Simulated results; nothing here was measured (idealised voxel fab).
The following is a process module called voxel released beams.
Cross-section cut spans 220 nm and uses square cells 5 nm in size.
Cross-sections here: square-cell grids, written as top-down lists of bands, a band being one or more rows of cells. Read a band's entry like this: the first values are the height of its top and the height of its bottom in nm, and what follows is the sequence of materials from left to right, each with its width in nm. Note that "blank" is empty space, and that a single material marked "throughout" reaches across the band from edge to edge. It should be noted that heights are counted from 0, beneath which the wafer as supplied is of one material throughout, and that the lowest band possesses no lower boundary but continues downward, as written in "0 and below". The notation "30 to 40" denotes a width that varies across the rows of cells in the band, beginning at the first number in the top row, finishing at the second number in the bottom row, and changing by an identical amount from each row to the next. For the purposes of this document, the phrase "no modifications" attached to a step denotes that no cell within the cross-section was modified by that step. If an empty space has no open way to the top and is at least 8 cells in size, "Enclosed internal voids" lists it, written width x height at distance, where distance is measured from the left edge and every value is in nm. On a step's line, text after the settings is the simulator commenting on that step. overlay nm: for a step with a mask, the amount by which the mask lay right of where it was planned; a negative amount means left of it.
## Steps planned for the process
| 1 | RECEIVE, material Si |
| 2 | CONFORMAL_DEP, material Al2O3, thk nm 10 |
| 3 | DIRECTIONAL_DEP, material SiO2, thk nm 20 |
| 4 | DIRECTIONAL_DEP, material aC, thk nm 10 |
| 5 | PATTERN, tone open, mask id ANCHOR, material resist, width nm 45, thk nm 25, overlay nm 0 |
| 6 | DIRECTIONAL_ETCH, etch materials aC, depth nm 10 |
| 7 | STRIP, etch materials resist |
| 8 | DIRECTIONAL_ETCH, etch materials SiO2, depth nm 20 |
| 9 | STRIP, etch materials aC |
| 10 | CONFORMAL_DEP, material polySi, thk nm 15 |
| 11 | PATTERN, tone cover, mask id BEAM, material resist, width nm 130, thk nm 15, overlay nm 0 |
| 12 | DIRECTIONAL_ETCH, etch materials polySi, depth nm 15 |
| 13 | STRIP, etch materials resist |
| 14 | STRIP, etch materials SiO2 |
## Wafer as received: cross-section following step 1
0 and below: Si throughout
Enclosed internal voids: none
## End-of-module cross-section of the first of two wafers, processed as planned
45 down to 30: 40 of blank / 20 of polySi / 15 of blank / 95 of polySi / 50 of blank
30 down to 25: 45 of blank / 15 of polySi / 15 of blank / 15 of polySi / 130 of blank
25 down to 10: 45 of blank / 45 of polySi / 130 of blank
10 down to 0: Al2O3 throughout
0 and below: Si throughout
Enclosed internal voids: none
## Module end: cross-section of wafer two of two. Same start and process plan as the first wafer. One mistake during execution
60 down to 45: 40 of blank / 130 of polySi / 50 of blank
45 down to 30: polySi throughout
30 down to 10: 45 of SiO2 / 45 of polySi / 130 of SiO2
10 down to 0: Al2O3 throughout
0 and below: Si throughout
Enclosed internal voids: none
What went wrong in running the wafer? heads up, step 10 of the plan got done twice
In the final state, the cell counts of the second wafer exceed or fall short of those of the first for the following materials: 140 more of SiO2, 144 more of polySi
